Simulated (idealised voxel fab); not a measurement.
This is a process module. Its name is voxel tone inversion.
Each square cell in cross-section cut measures 5 nm, and the section as a whole is 220 nm wide.
Reading order for cross-sections: top band down to bottom band. Underlying form: a grid of square cells. Band size: one or more rows of cells. Top height, bottom height, nm. Materials left to right, width each, nm. Single material + "edge to edge" = fills band edge to edge. "blank" = empty. We count height from 0. Below that, the starting wafer is all one material. The lowest band never ends at the bottom but goes on down; see "from 0 down" for how that is written. Graded width ("30..40"): value in top row of band = first number; value in bottom row = second number; row-to-row change constant. Reading "no change occurred" for a step: not a cell of the cross-section changed in it. The list in "Enclosed internal cavities" covers empty spaces of 8 cells or more that cannot reach the top through any open way, and it gives each as width x height at distance; the distance is from the left edge, and width, height and distance are in nm. On a step's line, text after the settings is the simulator commenting on that step. When a step includes a mask, the "overlay nm" setting on its line states how far to the right of its planned place that mask lay, and negative values state how far to the left.

-- Planned process steps
1. RECEIVE with material Si
2. CONFORMAL_DEP with material SiN, thk nm 5
3. DIRECTIONAL_DEP with material polySi, thk nm 15
4. PATTERN with tone cover, mask id POSTS, material resist, width nm 20, pitch nm 40, thk nm 25, overlay nm 0
5. DIRECTIONAL_ETCH with etch materials polySi, depth nm 15
6. STRIP with etch materials resist
7. FILL_DEP with material lowk, thk nm 10
8. CMP with height nm 20
9. STRIP with etch materials polySi

-- Wafer at receipt (post step 1), cross-section
* from 0 down: Si edge to edge
* Enclosed internal cavities: none

-- Starting wafer: above. Plan: above. Run: one mistake. Cross-section after the module: below
* from 20 to 15: SiN edge to edge
* from 15 to 0: polySi edge to edge
* from 0 down: Si edge to edge
* Enclosed internal cavities: none
Processing error: step 2 ran in the slot meant for step 3, and vice versa
